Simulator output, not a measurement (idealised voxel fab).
The following process module bears the name voxel transistor to metal.
In the cross-section labelled cut, the width is 210 nm and each square cell is 5 nm.
Reading order for cross-sections: top band down to bottom band. Underlying form: a grid of square cells. Band size: one or more rows of cells. Each band's line starts with the height of the band's top and of its bottom, in nm. Then come its materials from left to right, each with its width in nm. One material with "throughout" fills the band from edge to edge. "blank" is empty space. Heights are reckoned from 0. Under this level, the received wafer is all of one material. The bottommost band is open-ended downward, for example "0..down". Top row gets the first number, bottom row gets the second, and each row in between changes by the same step: that is how a band width like "30..40" works. Given "no alterations made" for a step, no cell of the cross-section differs between before and after that step. "Sealed void listing" means: voids of 8 cells or more that are shut off from the top with no open way through. Written width x height at distance, distance from the left edge, in nm. What comes after the settings on a step's line is commentary from the simulator itself on that step. Regarding "overlay nm": on a step with a mask, it is the distance the mask lay to the right of its planned place; a negative value places it to the left.
Intended process steps:
1. RECEIVE,material Si
2. CONFORMAL_DEP,material SiO2,thk nm 5
3. CONFORMAL_DEP,material SiN,thk nm 10
4. DIRECTIONAL_DEP,material aC,thk nm 15
5. PATTERN,tone cover,mask id ACTIVE,material resist,width nm 105,thk nm 30,overlay nm 0
6. DIRECTIONAL_ETCH,etch materials aC,depth nm 15
7. STRIP,etch materials resist
8. DIRECTIONAL_ETCH,etch materials SiN,depth nm 10
9. DIRECTIONAL_ETCH,etch materials SiO2,depth nm 5
10. DIRECTIONAL_ETCH,etch materials Si,depth nm 35
11. STRIP,etch materials aC
12. OXIDIZE,depth nm 5
13. FILL_DEP,material SiO2,thk nm 5
14. CMP,height nm 15
15. SELECTIVE_ETCH,etch materials SiO2,depth nm 10
16. STRIP,etch materials SiN
17. SELECTIVE_ETCH,etch materials SiO2,depth nm 5
18. OXIDIZE,depth nm 5
19. DIRECTIONAL_DEP,material polySi,thk nm 30
20. DIRECTIONAL_DEP,material SiCN,thk nm 15
21. PATTERN,tone cover,mask id GATE,material resist,width nm 25,thk nm 20,overlay nm 0
22. DIRECTIONAL_ETCH,etch materials SiCN,depth nm 25
23. DIRECTIONAL_ETCH,etch materials polySi,depth nm 40
24. STRIP,etch materials resist
25. CONFORMAL_DEP,material SiN,thk nm 5
26. DIRECTIONAL_ETCH,etch materials SiN,depth nm 5
27. DIRECTIONAL_ETCH,etch materials SiO2,depth nm 5
28. EPI,material pSi,thk nm 5
29. FILL_DEP,material SiO2,thk nm 5
30. CMP,height nm 30
31. STRIP,etch materials polySi
32. SELECTIVE_ETCH,etch materials SiO2,depth nm 5
33. CONFORMAL_DEP,material HfO2,thk nm 5
34. CONFORMAL_DEP,material TiN,thk nm 5
35. FILL_DEP,material W,thk nm 10
36. CMP,height nm 25
37. DIRECTIONAL_DEP,material SiO2,thk nm 15
38. MASKED_ETCH,tone open,mask id CONTACT,width nm 15,pitch nm 70,etch materials SiO2,depth nm 40,overlay nm 0
39. CONFORMAL_DEP,material TiN,thk nm 5
40. FILL_DEP,material W,thk nm 10
41. CMP,height nm 40
42. DIRECTIONAL_DEP,material TiN,thk nm 5
43. DIRECTIONAL_DEP,material Ru,thk nm 20
44. MASKED_ETCH,tone cover,mask id METAL_1,width nm 15,pitch nm 70,etch materials Ru,depth nm 20,overlay nm 0
45. MASKED_ETCH,tone cover,mask id METAL_1,width nm 15,pitch nm 70,etch materials TiN,depth nm 5,overlay nm 0
46. FILL_DEP,material lowk,thk nm 5
47. CMP,height nm 65
48. CONFORMAL_DEP,material SiCN,thk nm 5
Step 1 complete: cross-section of the wafer as received:
> 0..down | Si throughout
> Sealed void listing: none
The following cross-section depicts the wafer upon conclusion of the module. Processing commenced from the starting condition illustrated above and adhered to the plan illustrated above, save for one mistake in execution:
> 70..65 | SiCN throughout
> 65..45 | lowk 60 nm / Ru 15 nm / lowk 55 nm / Ru 15 nm / lowk 65 nm
> 45..40 | lowk 60 nm / TiN 15 nm / lowk 55 nm / TiN 15 nm / lowk 65 nm
> 40..30 | SiO2 60 nm / TiN 5 nm / W 5 nm / TiN 5 nm / SiO2 55 nm / TiN 5 nm / W 5 nm / TiN 5 nm / SiO2 65 nm
> 30..25 | SiO2 60 nm / TiN 15 nm / SiO2 55 nm / TiN 15 nm / SiO2 65 nm
> 25..5 | W 80 nm / TiN 5 nm / HfO2 5 nm / SiN 5 nm / SiO2 15 nm / SiN 5 nm / HfO2 5 nm / TiN 5 nm / W 85 nm
> 5..0 | TiN 85 nm / HfO2 5 nm / SiN 5 nm / SiO2 15 nm / SiN 5 nm / HfO2 5 nm / TiN 90 nm
> 0..-5 | HfO2 95 nm / pSi 15 nm / HfO2 100 nm
> -5..-40 | SiO2 55 nm / Si 95 nm / SiO2 60 nm
> -40..down | Si throughout
> Sealed void listing: none
The mistake made against the process plan was this: note that step 21 departed from the planned setting and was carried out as PATTERN,tone open,mask id GATE,material resist,width nm 25,thk nm 20,overlay nm 0
